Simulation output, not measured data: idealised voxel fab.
Proc. module: voxel fin reveal
The cross-section shown here is cut; it is 295 nm wide and divided into square cells measuring 5 nm on a side.
Cross-sections here: square-cell grids, written as top-down lists of bands, a band being one or more rows of cells.
Read a band's entry like this: the first values are the height of its top and the height of its bottom in nm, and what follows is the sequence of materials from left to right, each with its width in nm. Note that "empty" is empty space, and that a single material marked "throughout" reaches across the band from edge to edge.
All heights in this document are referenced to 0, defined as the level beneath which the wafer, as received, consists entirely of one material. The lowest band is not bounded below; it extends indefinitely downward and is written in the form "0 and below".
Per-row width for "30 to 40": begins at first number (top row of band), ends at second number (bottom row), increment between rows held constant.
It should be understood that the words "no modifications", when stated for a given step, signify that the cross-section underwent no change in any of its cells during that step.
"Enclosed empty spaces": sealed empty spaces, 8 cells or more, no open way to top, listed width x height at distance, with distance from the left edge and width, height and distance in nm.
On each step's line, the part that comes after the settings is the simulator's own comment on the step.
Steps that use a mask can have "overlay nm" on their line. It says how far the mask sat to the right of where it was meant to be. Negative means to the left.

Intended process steps
1) RECEIVE (material Si)
2) CONFORMAL_DEP (material SiN; thk nm 5)
3) PATTERN (tone cover; mask id FINS; material resist; width nm 15; pitch nm 35; thk nm 15; overlay nm 0)
4) DIRECTIONAL_ETCH (etch materials SiN; depth nm 5)
5) DIRECTIONAL_ETCH (etch materials Si; depth nm 40)
6) STRIP (etch materials resist)
7) OXIDIZE (depth nm 5)
8) FILL_DEP (material SiO2; thk nm 5)
9) CMP (height nm 5)
10) SELECTIVE_ETCH (etch materials SiO2; depth nm 20)
11) STRIP (etch materials SiN)
12) CONFORMAL_DEP (material SiO2; thk nm 5)

As-received state of the wafer in cross-section, equivalent to post-step 1
	0 and below | Si throughout
	Enclosed empty spaces: none

Wafer cross-section at module end: first of two, run to plan
	5 down to 0 | empty: 120 | SiO2: 15 | empty: 20 | SiO2: 15 | empty: 125
	0 down to -10 | empty: 120 | SiO2: 5 | Si: 5 | SiO2: 5 | empty: 20 | SiO2: 5 | Si: 5 | SiO2: 5 | empty: 125
	-10 down to -45 | SiO2: 125 | Si: 5 | SiO2: 30 | Si: 5 | SiO2: 130
	-45 and below | Si throughout
	Enclosed empty spaces: none

second wafer at the end: like start, like plan, one mistake
	5 down to 0 | SiO2: 120 | empty: 15 | SiO2: 20 | empty: 15 | SiO2: 125
	0 down to -10 | Si: 115 | SiO2: 5 | empty: 15 | SiO2: 5 | Si: 10 | SiO2: 5 | empty: 15 | SiO2: 5 | Si: 120
	-10 down to -45 | Si: 115 | SiO2: 25 | Si: 10 | SiO2: 25 | Si: 120
	-45 and below | Si throughout
	Enclosed empty spaces: none
Error vs. plan: step 3: run off-plan, actual operation and settings PATTERN (tone open; mask id FINS; material resist; width nm 15; pitch nm 35; thk nm 15; overlay nm 0)
In the final state, the cell counts of the second wafer exceed or fall short of those of the first for the following materials: +423 Si, -282 SiO2
